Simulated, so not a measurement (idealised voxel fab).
Title: Process Module voxel quadruple lines
Section cut is 175 nm wide and gridded with 5 nm square cells.
How to read a cross-section here: the picture is a grid of square cells, written as bands going from the top down, and any band can span one or more rows of cells. Heads up on the band format: heights come first, top then bottom, in nm. After that it's the materials left to right, each with its width in nm. A single material flagged "all across" fills the whole band edge to edge, and "air" means there's empty space there. Below 0: as-received wafer, all one material; heights counted from there. Lowest band: no bottom, goes on down, written "0 and below". Width spec "30->40" -> top row of cells at first value, bottom row at second value, equal per-row change in between. "no modification" (step): cross-section cells unchanged, all of them. "Fully sealed cavities" enumerates empty spaces isolated from the top, with no open way to it, that contain at least 8 cells, giving each as width x height at distance from the left edge, all three in nm. On a step's line, text after the settings is the simulator commenting on that step. "overlay nm" on a masked step: distance the mask lay right of its planned place, negative for left.
Steps in the process plan:
1) RECEIVE | material Si
2) CONFORMAL_DEP | material SiO2 | thk nm 10
3) DIRECTIONAL_DEP | material TiN | thk nm 5
4) DIRECTIONAL_DEP | material polySi | thk nm 20
5) DIRECTIONAL_DEP | material aC | thk nm 25
6) PATTERN | tone cover | mask id MANDREL | material resist | width nm 25 | pitch nm 80 | thk nm 30 | overlay nm 0
7) DIRECTIONAL_ETCH | etch materials aC | depth nm 25
8) STRIP | etch materials resist
9) CONFORMAL_DEP | material SiO2 | thk nm 15
10) DIRECTIONAL_ETCH | etch materials SiO2 | depth nm 15
11) STRIP | etch materials aC
12) DIRECTIONAL_ETCH | etch materials polySi | depth nm 20
13) STRIP | etch materials SiO2
14) CONFORMAL_DEP | material SiN | thk nm 5
15) DIRECTIONAL_ETCH | etch materials SiN | depth nm 5
16) STRIP | etch materials polySi
17) DIRECTIONAL_ETCH | etch materials TiN | depth nm 15
18) STRIP | etch materials SiN
19) FILL_DEP | material lowk | thk nm 10
20) CMP | height nm 25
Every wafer here starts from the same state; it is the step 3 thk nm that distinguishes them, and the value the plan gives belongs to the first wafer.
First of several wafers (as received, post step 1), cross-sectional view:
	0 and below | Si all across
	Fully sealed cavities: none
Module finished, last step 20 done: cross-section of the first of several wafers:
	25 down to 15 | lowk all across
	15 down to 10 | 15 of lowk  5 of TiN  15 of lowk  5 of TiN  15 of lowk  5 of TiN  15 of lowk  5 of TiN  15 of lowk  5 of TiN  15 of lowk  5 of TiN  15 of lowk  5 of TiN  15 of lowk  5 of TiN  15 of lowk
	10 down to 0 | SiO2 all across
	0 and below | Si all across
	Fully sealed cavities: none
Final wafer cross-section at module end:
	25 down to 10 | TiN all across
	10 down to 0 | SiO2 all across
	0 and below | Si all across
	Fully sealed cavities: none
The table below has one row for each wafer; a row shows, as of the end of the module, how many cells of each material the wafer has gained, marked (+), or lost, marked (-), since it was received, and then the wafer's closed voids:
thk nm 5; +70 SiO2; +8 TiN; +97 lowk; Fully sealed cavities: none
thk nm 10; +70 SiO2; +16 TiN; +89 lowk; Fully sealed cavities: none
thk nm 15; +70 SiO2; +24 TiN; +81 lowk; Fully sealed cavities: none
thk nm 20; +70 SiO2; +51 TiN; +54 lowk; Fully sealed cavities: none
thk nm 25; +70 SiO2; +78 TiN; +27 lowk; Fully sealed cavities: none
thk nm 30; +70 SiO2; +105 TiN; Fully sealed cavities: none
